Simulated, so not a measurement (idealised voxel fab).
Title: Process Module voxel released beams
Each square cell in cross-section cut measures 5 nm, and the section as a whole is 165 nm wide.
For the purposes of this document, a cross-section shall be understood as a grid of square cells, specified as bands listed in top-to-bottom order, each band consisting of one or more rows of cells.
Each band's line starts with the height of the band's top and of its bottom, in nm. Then come its materials from left to right, each with its width in nm. One material with "edge to edge" fills the band from edge to edge. "empty" is empty space.
Below 0: as-received wafer, all one material; heights counted from there. Lowest band: no bottom, goes on down, written "0 and below".
A width such as "30->40" changes by the same amount from each row of cells to the next, from the band's top row to its bottom row.
You'll sometimes find "changes: none" written for a step, and that's the way of saying that nowhere in the cross-section did a cell change during that step.
"Entrapped void list" enumerates empty spaces isolated from the top, with no open way to it, that contain at least 8 cells, giving each as width x height at distance from the left edge, all three in nm.
On each step's line, the part that comes after the settings is the simulator's own comment on the step.
The line of a step may include "overlay nm". On a step with a mask, this value is how far to the right of its planned place the mask lay. A negative value means the mask lay to the left.

-- So here's the lineup of process steps we planned
step 1: op RECEIVE | material Si
step 2: op CONFORMAL_DEP | material SiN | thk nm 10
step 3: op DIRECTIONAL_DEP | material SiO2 | thk nm 20
step 4: op DIRECTIONAL_DEP | material aC | thk nm 15
step 5: op PATTERN | tone open | mask id ANCHOR | material resist | width nm 35 | thk nm 30 | overlay nm 0
step 6: op DIRECTIONAL_ETCH | etch materials aC | depth nm 15
step 7: op STRIP | etch materials resist
step 8: op DIRECTIONAL_ETCH | etch materials SiO2 | depth nm 20
step 9: op STRIP | etch materials aC
step 10: op CONFORMAL_DEP | material polySi | thk nm 5
step 11: op DIRECTIONAL_DEP | material aC | thk nm 15
step 12: op PATTERN | tone cover | mask id BEAM | material resist | width nm 95 | thk nm 35 | overlay nm 0
step 13: op DIRECTIONAL_ETCH | etch materials aC | depth nm 15
step 14: op STRIP | etch materials resist
step 15: op DIRECTIONAL_ETCH | etch materials polySi | depth nm 15
step 16: op STRIP | etch materials aC
step 17: op STRIP | etch materials SiO2
The plan shows the thk nm of step 10 as the first wafer had it; this setting differs between the wafers, which start out alike.

-- First wafer of several, as received: cross-section after step 1
0 and below = Si edge to edge
Entrapped void list: none

-- Below: a row per wafer. Contents at end of module: for every material, cells gained since receipt (+) or lost since receipt (-); then closed voids
thk nm 5; +66 SiN; +27 polySi; Entrapped void list: none
thk nm 10; +66 SiN; +54 polySi; Entrapped void list: none
thk nm 15; +66 SiN; +81 polySi; Entrapped void list: none
thk nm 20; +66 SiN; +104 SiO2; +118 polySi; Entrapped void list: none
thk nm 25; +66 SiN; +104 SiO2; +151 polySi; Entrapped void list: none
thk nm 30; +66 SiN; +104 SiO2; +184 polySi; Entrapped void list: none
